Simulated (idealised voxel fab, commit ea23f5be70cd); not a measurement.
Proc. module: voxel gate over fins
Square cell edge 5 nm, section width 260 nm, ID cut.
Cross-sections here: square-cell grids, written as top-down lists of bands, a band being one or more rows of cells. Top, bottom (nm), then materials left to right with widths (nm); lone material tagged "all across" fills the whole band edge to edge; "air" = empty space. Measure heights from 0. That's the level where, below it, the as-received wafer is all one material. The lowest band is bottomless and extends downward; write it as in "0..down". Quick explanation for "30->40": the width changes in equal steps down the rows of cells, from the first number in the band's top row to the second number in its bottom row. Where the words "remains unaltered" appear for a step, the cross-section shows no cell changed by that step; every cell remained as before. "Enclosed internal voids" contains a list of empty spaces, each no smaller than 8 cells and without an open way to the top, written in the form width x height at distance with the distance from the left edge and all three in nm. Whatever follows a step's settings on its line is a remark the simulator itself makes about that step. overlay nm: on a step with a mask, how far right of its planned place the mask lay; negative means left.

[Process steps (planned)]
1) RECEIVE,material Si
2) CONFORMAL_DEP,material SiN,thk nm 10
3) DIRECTIONAL_DEP,material aC,thk nm 10
4) PATTERN,tone cover,mask id FINS,material resist,width nm 15,pitch nm 40,thk nm 30,overlay nm 0
5) DIRECTIONAL_ETCH,etch materials aC,depth nm 10
6) STRIP,etch materials resist
7) DIRECTIONAL_ETCH,etch materials SiN,depth nm 10
8) DIRECTIONAL_ETCH,etch materials Si,depth nm 30
9) STRIP,etch materials aC
10) FILL_DEP,material SiO2,thk nm 5
11) CMP,height nm 10
12) SELECTIVE_ETCH,etch materials SiO2,depth nm 25
13) STRIP,etch materials SiN
14) CONFORMAL_DEP,material HfO2,thk nm 5
15) CONFORMAL_DEP,material TiN,thk nm 5
16) CONFORMAL_DEP,material TiAl,thk nm 5
17) CONFORMAL_DEP,material TiN,thk nm 5
18) FILL_DEP,material W,thk nm 10
19) CMP,height nm 25
20) CONFORMAL_DEP,material SiCN,thk nm 10

[First of two wafers: run as planned]

[Cross-section: wafer on arrival = after step 1]
	0..down  Si all across
	Enclosed internal voids: none

[Cross-section through the wafer, step 2 finished]
	10..0  SiN all across
	Everything under 0 stays put, no change at all.

[Cross-section through the wafer, step 3 finished]
	20..10  aC all across
	Everything under 10 stays put, no change at all.

[Cross-section through the wafer, step 4 finished]
	50..20  air 100  resist 15  air 25  resist 15  air 105
	Everything under 20 stays put, no change at all.

[Cross-section through the wafer, step 5 finished]
	40..20  air 100  resist 15  air 25  resist 15  air 105
	20..10  air 100  aC 15  air 25  aC 15  air 105
	Everything under 10 stays put, no change at all.

[Cross-section through the wafer, step 6 finished]
	20..10  air 100  aC 15  air 25  aC 15  air 105
	Everything under 10 stays put, no change at all.

[Cross-section through the wafer, step 7 finished]
	20..10  air 100  aC 15  air 25  aC 15  air 105
	10..0  air 100  SiN 15  air 25  SiN 15  air 105
	Everything under 0 stays put, no change at all.

[Cross-section through the wafer, step 8 finished]
	20..10  air 100  aC 15  air 25  aC 15  air 105
	10..0  air 100  SiN 15  air 25  SiN 15  air 105
	0..-30  air 100  Si 15  air 25  Si 15  air 105
	Everything under -30 stays put, no change at all.

[Cross-section through the wafer, step 9 finished]
	10..0  air 100  SiN 15  air 25  SiN 15  air 105
	Everything under 0 stays put, no change at all.

[Cross-section through the wafer, step 10 finished]
	15..10  SiO2 all across
	10..0  SiO2 100  SiN 15  SiO2 25  SiN 15  SiO2 105
	0..-30  SiO2 100  Si 15  SiO2 25  Si 15  SiO2 105
	Everything under -30 stays put, no change at all.

[Cross-section through the wafer, step 11 finished]
	10..0  SiO2 100  SiN 15  SiO2 25  SiN 15  SiO2 105
	Everything under 0 stays put, no change at all.

[Cross-section through the wafer, step 12 finished]
	10..0  air 100  SiN 15  air 25  SiN 15  air 105
	0..-15  air 100  Si 15  air 25  Si 15  air 105
	Everything under -15 stays put, no change at all.

[Cross-section through the wafer, step 13 finished]
	0..-15  air 100  Si 15  air 25  Si 15  air 105
	Everything under -15 stays put, no change at all.

[Cross-section through the wafer, step 14 finished]
	5..0  air 95  HfO2 25  air 15  HfO2 25  air 100
	0..-10  air 95  HfO2 5  Si 15  HfO2 5  air 15  HfO2 5  Si 15  HfO2 5  air 100
	-10..-15  HfO2 100  Si 15  HfO2 25  Si 15  HfO2 105
	Everything under -15 stays put, no change at all.

[Cross-section through the wafer, step 15 finished]
	10..5  air 90  TiN 35  air 5  TiN 35  air 95
	5..0  air 90  TiN 5  HfO2 25  TiN 5  air 5  TiN 5  HfO2 25  TiN 5  air 95
	0..-5  air 90  TiN 5  HfO2 5  Si 15  HfO2 5  TiN 5  air 5  TiN 5  HfO2 5  Si 15  HfO2 5  TiN 5  air 95
	-5..-10  TiN 95  HfO2 5  Si 15  HfO2 5  TiN 15  HfO2 5  Si 15  HfO2 5  TiN 100
	Everything under -10 stays put, no change at all.

[Cross-section through the wafer, step 16 finished]
	15..10  air 85  TiAl 85  air 90
	10..5  air 85  TiAl 5  TiN 35  TiAl 5  TiN 35  TiAl 5  air 90
	5..0  air 85  TiAl 5  TiN 5  HfO2 25  TiN 5  TiAl 5  TiN 5  HfO2 25  TiN 5  TiAl 5  air 90
	0..-5  TiAl 90  TiN 5  HfO2 5  Si 15  HfO2 5  TiN 5  TiAl 5  TiN 5  HfO2 5  Si 15  HfO2 5  TiN 5  TiAl 95
	Everything under -5 stays put, no change at all.

[Cross-section through the wafer, step 17 finished]
	20..15  air 80  TiN 95  air 85
	15..10  air 80  TiN 5  TiAl 85  TiN 5  air 85
	10..5  air 80  TiN 5  TiAl 5  TiN 35  TiAl 5  TiN 35  TiAl 5  TiN 5  air 85
	5..0  TiN 85  TiAl 5  TiN 5  HfO2 25  TiN 5  TiAl 5  TiN 5  HfO2 25  TiN 5  TiAl 5  TiN 90
	Everything under 0 stays put, no change at all.

[Cross-section through the wafer, step 18 finished]
	30..20  W all across
	20..15  W 80  TiN 95  W 85
	15..10  W 80  TiN 5  TiAl 85  TiN 5  W 85
	10..5  W 80  TiN 5  TiAl 5  TiN 35  TiAl 5  TiN 35  TiAl 5  TiN 5  W 85
	Everything under 5 stays put, no change at all.

[Cross-section through the wafer, step 19 finished]
	25..20  W all across
	Everything under 20 stays put, no change at all.

[Cross-section through the wafer, step 20 finished]
	35..25  SiCN all across
	Everything under 25 stays put, no change at all.

[Wafer two of the pair: same origin, same plan, one error during the run; identical to wafer one up to and including step 7]

[The second wafer cut through, at the time step 8 was supposed to be finished]
	20..10  air 100  aC 15  air 25  aC 15  air 105
	10..0  air 100  SiN 15  air 25  SiN 15  air 105
	0..-60  air 100  Si 15  air 25  Si 15  air 105
	Everything under -60 stays put, no change at all.

[The second wafer cut through, at the time step 9 was supposed to be finished]
	10..0  air 100  SiN 15  air 25  SiN 15  air 105
	Everything under 0 stays put, no change at all.

[The second wafer cut through, at the time step 10 was supposed to be finished]
	15..10  SiO2 all across
	10..0  SiO2 100  SiN 15  SiO2 25  SiN 15  SiO2 105
	0..-60  SiO2 100  Si 15  SiO2 25  Si 15  SiO2 105
	Everything under -60 stays put, no change at all.

[The second wafer cut through, at the time step 11 was supposed to be finished]
	10..0  SiO2 100  SiN 15  SiO2 25  SiN 15  SiO2 105
	Everything under 0 stays put, no change at all.

[The second wafer cut through, at the time step 12 was supposed to be finished]
	10..0  air 100  SiN 15  air 25  SiN 15  air 105
	0..-15  air 100  Si 15  air 25  Si 15  air 105
	Everything under -15 stays put, no change at all.

[The second wafer cut through, at the time step 13 was supposed to be finished]
	0..-15  air 100  Si 15  air 25  Si 15  air 105
	Everything under -15 stays put, no change at all.

[The second wafer cut through, at the time step 14 was supposed to be finished]
	5..0  air 95  HfO2 25  air 15  HfO2 25  air 100
	0..-10  air 95  HfO2 5  Si 15  HfO2 5  air 15  HfO2 5  Si 15  HfO2 5  air 100
	-10..-15  HfO2 100  Si 15  HfO2 25  Si 15  HfO2 105
	Everything under -15 stays put, no change at all.

[The second wafer cut through, at the time step 15 was supposed to be finished]
	10..5  air 90  TiN 35  air 5  TiN 35  air 95
	5..0  air 90  TiN 5  HfO2 25  TiN 5  air 5  TiN 5  HfO2 25  TiN 5  air 95
	0..-5  air 90  TiN 5  HfO2 5  Si 15  HfO2 5  TiN 5  air 5  TiN 5  HfO2 5  Si 15  HfO2 5  TiN 5  air 95
	-5..-10  TiN 95  HfO2 5  Si 15  HfO2 5  TiN 15  HfO2 5  Si 15  HfO2 5  TiN 100
	Everything under -10 stays put, no change at all.

[The second wafer cut through, at the time step 16 was supposed to be finished]
	15..10  air 85  TiAl 85  air 90
	10..5  air 85  TiAl 5  TiN 35  TiAl 5  TiN 35  TiAl 5  air 90
	5..0  air 85  TiAl 5  TiN 5  HfO2 25  TiN 5  TiAl 5  TiN 5  HfO2 25  TiN 5  TiAl 5  air 90
	0..-5  TiAl 90  TiN 5  HfO2 5  Si 15  HfO2 5  TiN 5  TiAl 5  TiN 5  HfO2 5  Si 15  HfO2 5  TiN 5  TiAl 95
	Everything under -5 stays put, no change at all.

[The second wafer cut through, at the time step 17 was supposed to be finished]
	20..15  air 80  TiN 95  air 85
	15..10  air 80  TiN 5  TiAl 85  TiN 5  air 85
	10..5  air 80  TiN 5  TiAl 5  TiN 35  TiAl 5  TiN 35  TiAl 5  TiN 5  air 85
	5..0  TiN 85  TiAl 5  TiN 5  HfO2 25  TiN 5  TiAl 5  TiN 5  HfO2 25  TiN 5  TiAl 5  TiN 90
	Everything under 0 stays put, no change at all.

[The second wafer cut through, at the time step 18 was supposed to be finished]
	30..20  W all across
	20..15  W 80  TiN 95  W 85
	15..10  W 80  TiN 5  TiAl 85  TiN 5  W 85
	10..5  W 80  TiN 5  TiAl 5  TiN 35  TiAl 5  TiN 35  TiAl 5  TiN 5  W 85
	Everything under 5 stays put, no change at all.

[The second wafer cut through, at the time step 19 was supposed to be finished]
	25..20  W all across
	Everything under 20 stays put, no change at all.

[The second wafer cut through, at the time step 20 was supposed to be finished]
	35..25  SiCN all across
	Everything under 25 stays put, no change at all.
Misprocessing identified: plan step 8 was twice executed
The final cell counts differ between the wafers, with the second having more or fewer of some materials than the first: 276 fewer of Si; 276 more of SiO2
